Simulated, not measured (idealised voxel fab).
process module | voxel double patterning
cross-section cut | 210 nm wide | cells 5 nm
A cross-section is a grid of square cells, given in bands from the top down. A band is one or more rows of cells.
Each band's line starts with the height of the band's top and of its bottom, in nm. Then come its materials from left to right, each with its width in nm. One material with "throughout" fills the band from edge to edge. "air" is empty space.
Height 0 is the level under which the wafer as received is all one material. The lowest band goes on downwards, as in "0 down".
A width such as "30 to 40" changes by the same amount from each row of cells to the next, from the band's top row to its bottom row.
"no change" after a step means that no cell of the cross-section changed.
closed voids: empty space of 8 cells or more with no open way to the top, each as width x height at its distance from the left edge, in nm
after a step's settings: what the simulator itself notes on the step
overlay nm, on a step with a mask: how far to the right of its planned place the mask lay; to the left if negative
plan
1 op RECEIVE | material Si
2 op CONFORMAL_DEP | material SiO2 | thk nm 5
3 op DIRECTIONAL_DEP | material W | thk nm 10
4 op DIRECTIONAL_DEP | material SiN | thk nm 10
5 op MASKED_ETCH | tone open | mask id FIRST | width nm 15 | pitch nm 50 | etch materials SiN | depth nm 10 | overlay nm 0
6 op MASKED_ETCH | tone open | mask id SECOND | width nm 15 | etch materials SiN | depth nm 10 | overlay nm 0
7 op DIRECTIONAL_ETCH | etch materials W | depth nm 10
8 op STRIP | etch materials SiN
first wafer, as planned
as received, after step 1
  0 down: Si throughout
  closed voids: none
after step 2
  5 to 0: SiO2 throughout
  below 0: unchanged
after step 3
  15 to 5: W throughout
  below 5: unchanged
after step 4
  25 to 15: SiN throughout
  below 15: unchanged
after step 5
  25 to 15: SiN 70 | air 15 | SiN 35 | air 15 | SiN 75
  below 15: unchanged
after step 6
  25 to 15: SiN 70 | air 15 | SiN 10 | air 15 | SiN 10 | air 15 | SiN 75
  below 15: unchanged
after step 7
  25 to 15: SiN 70 | air 15 | SiN 10 | air 15 | SiN 10 | air 15 | SiN 75
  15 to 5: W 70 | air 15 | W 10 | air 15 | W 10 | air 15 | W 75
  below 5: unchanged
after step 8
  15 to 5: W 70 | air 15 | W 10 | air 15 | W 10 | air 15 | W 75
  below 5: unchanged
second wafer: like start, like plan, one mistake. Through step 1 it matches the first wafer
when step 2 should have ended
  10 to 0: W throughout
  below 0: unchanged
when step 3 should have ended
  15 to 10: SiO2 throughout
  below 10: unchanged
when step 4 should have ended
  25 to 15: SiN throughout
  below 15: unchanged
when step 5 should have ended
  25 to 15: SiN 70 | air 15 | SiN 35 | air 15 | SiN 75
  below 15: unchanged
when step 6 should have ended
  25 to 15: SiN 70 | air 15 | SiN 10 | air 15 | SiN 10 | air 15 | SiN 75
  below 15: unchanged
when step 7 should have ended: no change
when step 8 should have ended
  15 to 10: SiO2 throughout
  below 10: unchanged
what went wrong: steps 2 and 3 were swapped
at the end the second wafer has, in cells: 18 more of W
